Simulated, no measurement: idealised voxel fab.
process module | voxel air gaps
cross-section cut | 285 nm wide | cells 5 nm
A cross-section is a grid of square cells, given in bands from the top down. A band is one or more rows of cells.
Each band's line starts with the height of the band's top and of its bottom, in nm. Then come its materials from left to right, each with its width in nm. One material with "throughout" fills the band from edge to edge. "air" is empty space.
Height 0 is the level under which the wafer as received is all one material. The lowest band goes on downwards, as in "0 down".
A width such as "30 to 40" changes by the same amount from each row of cells to the next, from the band's top row to its bottom row.
"no change" after a step means that no cell of the cross-section changed.
closed voids: empty space of 8 cells or more with no open way to the top, each as width x height at its distance from the left edge, in nm
after a step's settings: what the simulator itself notes on the step
overlay nm, on a step with a mask: how far to the right of its planned place the mask lay; to the left if negative
plan
1 op RECEIVE | material Si
2 op CONFORMAL_DEP | material SiO2 | thk nm 15
3 op CONFORMAL_DEP | material SiN | thk nm 5
4 op DIRECTIONAL_DEP | material SiO2 | thk nm 35
5 op PATTERN | tone open | mask id LINES | material resist | width nm 25 | pitch nm 50 | thk nm 20 | overlay nm 0
6 op DIRECTIONAL_ETCH | etch materials SiO2 | depth nm 35
7 op STRIP | etch materials resist
8 op CONFORMAL_DEP | material TiN | thk nm 5
9 op FILL_DEP | material W | thk nm 5
10 op CMP | height nm 55
11 op EPI | material Ru | thk nm 10
12 op SELECTIVE_ETCH | etch materials SiO2 | depth nm 45
13 op CONFORMAL_DEP | material SiCN | thk nm 5
as received, after step 1
  0 down: Si throughout
  closed voids: none
a wafer at the end: this start, this plan, one mistake
  70 to 65: SiCN throughout
  65 to 55: Ru 90 | SiCN 5 | Ru 45 | SiCN 5 | Ru 45 | SiCN 5 | Ru 90
  55 to 50: W 75 | TiN 5 | SiCN 25 | TiN 5 | W 15 | TiN 5 | SiCN 25 | TiN 5 | W 15 | TiN 5 | SiCN 25 | TiN 5 | W 75
  50 to 25: W 75 | TiN 5 | SiCN 5 | air 15 | SiCN 5 | TiN 5 | W 15 | TiN 5 | SiCN 5 | air 15 | SiCN 5 | TiN 5 | W 15 | TiN 5 | SiCN 5 | air 15 | SiCN 5 | TiN 5 | W 75
  25 to 20: TiN 80 | SiCN 25 | TiN 25 | SiCN 25 | TiN 25 | SiCN 25 | TiN 80
  20 to 15: SiN throughout
  15 to 0: SiO2 throughout
  0 down: Si throughout
  closed voids: 15 x 25 at 85; 15 x 25 at 135; 15 x 25 at 185
what went wrong: step 5 ran as: op PATTERN | tone cover | mask id LINES | material resist | width nm 25 | pitch nm 50 | thk nm 20 | overlay nm 0
